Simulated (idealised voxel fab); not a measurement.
Presented below is a process module, voxel self aligned contacts.
Square cells of 5 nm make up the cross-section cut, whose width is 220 nm.
Cross-section spec: square-cell grid; bands listed top down; each band is one or more rows. Read a band's entry like this: the first values are the height of its top and the height of its bottom in nm, and what follows is the sequence of materials from left to right, each with its width in nm. Note that "blank" is empty space, and that a single material marked "all across" reaches across the band from edge to edge. Heads up on the height convention: 0 is the point under which the incoming wafer is all one material, and the lowest band has no bottom, it just keeps going down, like "0..down". Think of "30->40" as a width that walks from the first number to the second as you go down the band, top row to bottom row, taking equal-sized steps from row to row. "stayed the same" for a step: no cell of the cross-section changed in that step. Closed cavity list: empty space of 8 cells or more with no open way to the top, each as width x height at its distance from the left edge, in nm. Note: text after step settings on the step line = simulator remark on that step. A step's line can hold "overlay nm"; with a mask on that step, the setting says how far right of the planned place the mask lay, while a negative setting says it lay to the left.
Below is the list of planned process steps:
| 1 | RECEIVE, material Si |
| 2 | CONFORMAL_DEP, material SiO2, thk nm 5 |
| 3 | DIRECTIONAL_DEP, material polySi, thk nm 25 |
| 4 | DIRECTIONAL_DEP, material SiN, thk nm 25 |
| 5 | PATTERN, tone cover, mask id GATE, material resist, width nm 30, pitch nm 75, thk nm 20, overlay nm 0 |
| 6 | DIRECTIONAL_ETCH, etch materials SiN, depth nm 25 |
| 7 | DIRECTIONAL_ETCH, etch materials polySi, depth nm 25 |
| 8 | STRIP, etch materials resist |
| 9 | CONFORMAL_DEP, material SiN, thk nm 10 |
| 10 | DIRECTIONAL_ETCH, etch materials SiN, depth nm 10 |
| 11 | FILL_DEP, material SiO2, thk nm 15 |
| 12 | CMP, height nm 60 |
| 13 | MASKED_ETCH, tone open, mask id CONTACT, width nm 55, etch materials SiO2, depth nm 60, overlay nm 0 |
| 14 | CONFORMAL_DEP, material TiN, thk nm 5 |
| 15 | FILL_DEP, material W, thk nm 5 |
| 16 | CMP, height nm 60 |
| 17 | CONFORMAL_DEP, material SiCN, thk nm 5 |
Incoming wafer, cross-sectional view, post step 1:
	0..down = Si all across
	Closed cavity list: none
Wafer cross-section at module end: first of two, run to plan:
	65..60 = SiCN all across
	60..55 = SiO2 80 nm, then TiN 20 nm, then W 15 nm, then TiN 20 nm, then SiO2 85 nm
	55..30 = SiO2 45 nm, then SiN 50 nm, then TiN 5 nm, then W 15 nm, then TiN 5 nm, then SiN 50 nm, then SiO2 50 nm
	30..5 = SiO2 45 nm, then SiN 10 nm, then polySi 30 nm, then SiN 10 nm, then TiN 5 nm, then W 15 nm, then TiN 5 nm, then SiN 10 nm, then polySi 30 nm, then SiN 10 nm, then SiO2 50 nm
	5..0 = SiO2 95 nm, then TiN 25 nm, then SiO2 100 nm
	0..down = Si all across
	Closed cavity list: none
Wafer two, sectioned after the module: the first wafer's start, the first wafer's plan, and one mistake in how it was run:
	65..60 = SiCN all across
	60..55 = SiO2 45 nm, then SiN 50 nm, then TiN 5 nm, then W 15 nm, then TiN 5 nm, then SiN 50 nm, then SiO2 50 nm
	55..35 = SiO2 45 nm, then SiN 10 nm, then polySi 30 nm, then SiN 10 nm, then TiN 5 nm, then W 15 nm, then TiN 5 nm, then SiN 10 nm, then polySi 30 nm, then SiN 10 nm, then SiO2 50 nm
	35..30 = SiO2 45 nm, then SiN 10 nm, then polySi 30 nm, then SiN 10 nm, then TiN 25 nm, then SiN 10 nm, then polySi 30 nm, then SiN 10 nm, then SiO2 50 nm
	30..5 = polySi all across
	5..0 = SiO2 all across
	0..down = Si all across
	Closed cavity list: none
Want to know what went wrong? heads up, step 3 of the plan got done twice
Counted in cells at the end, the second wafer holds more or fewer of these materials than the first: 80 fewer of SiN | 104 fewer of SiO2 | 18 fewer of TiN | 18 fewer of W | 220 more of polySi
